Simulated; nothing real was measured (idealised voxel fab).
process module | voxel gate over fins
cross-section cut | 145 nm wide | cells 5 nm
A cross-section is a grid of square cells, given in bands from the top down. A band is one or more rows of cells.
Each band's line starts with the height of the band's top and of its bottom, in nm. Then come its materials from left to right, each with its width in nm. One material with "throughout" fills the band from edge to edge. "air" is empty space.
Height 0 is the level under which the wafer as received is all one material. The lowest band goes on downwards, as in "0 down".
A width such as "30 to 40" changes by the same amount from each row of cells to the next, from the band's top row to its bottom row.
"no change" after a step means that no cell of the cross-section changed.
closed voids: empty space of 8 cells or more with no open way to the top, each as width x height at its distance from the left edge, in nm
after a step's settings: what the simulator itself notes on the step
overlay nm, on a step with a mask: how far to the right of its planned place the mask lay; to the left if negative
plan
1 op RECEIVE | material Si
2 op CONFORMAL_DEP | material SiN | thk nm 5
3 op PATTERN | tone cover | mask id FINS | material resist | width nm 15 | pitch nm 35 | thk nm 20 | overlay nm 0
4 op DIRECTIONAL_ETCH | etch materials SiN | depth nm 5
5 op DIRECTIONAL_ETCH | etch materials Si | depth nm 30
6 op STRIP | etch materials resist
7 op OXIDIZE | depth nm 5
8 op FILL_DEP | material SiO2 | thk nm 15
9 op CMP | height nm 5
10 op SELECTIVE_ETCH | etch materials SiO2 | depth nm 15
11 op STRIP | etch materials SiN
12 op CONFORMAL_DEP | material HfO2 | thk nm 5
13 op CONFORMAL_DEP | material TiN | thk nm 5
14 op FILL_DEP | material W | thk nm 15
15 op CMP | height nm 20
16 op CONFORMAL_DEP | material SiN | thk nm 5
as received, after step 1
  0 down: Si throughout
  closed voids: none
a wafer at the end: this start, this plan, one mistake
  25 to 10: SiN throughout
  10 to 5: SiN 25 | TiN 25 | SiN 10 | TiN 25 | SiN 10 | TiN 25 | SiN 25
  5 to 0: SiN 25 | TiN 5 | HfO2 15 | TiN 5 | SiN 10 | TiN 5 | HfO2 15 | TiN 5 | SiN 10 | TiN 5 | HfO2 15 | TiN 5 | SiN 25
  0 to -5: TiN 30 | HfO2 5 | Si 5 | HfO2 5 | TiN 20 | HfO2 5 | Si 5 | HfO2 5 | TiN 20 | HfO2 5 | Si 5 | HfO2 5 | TiN 30
  -5 to -10: HfO2 35 | Si 5 | HfO2 30 | Si 5 | HfO2 30 | Si 5 | HfO2 35
  -10 to -35: SiO2 35 | Si 5 | SiO2 30 | Si 5 | SiO2 30 | Si 5 | SiO2 35
  -35 down: Si throughout
  closed voids: none
what went wrong: step 14 ran as: op FILL_DEP | material SiN | thk nm 15
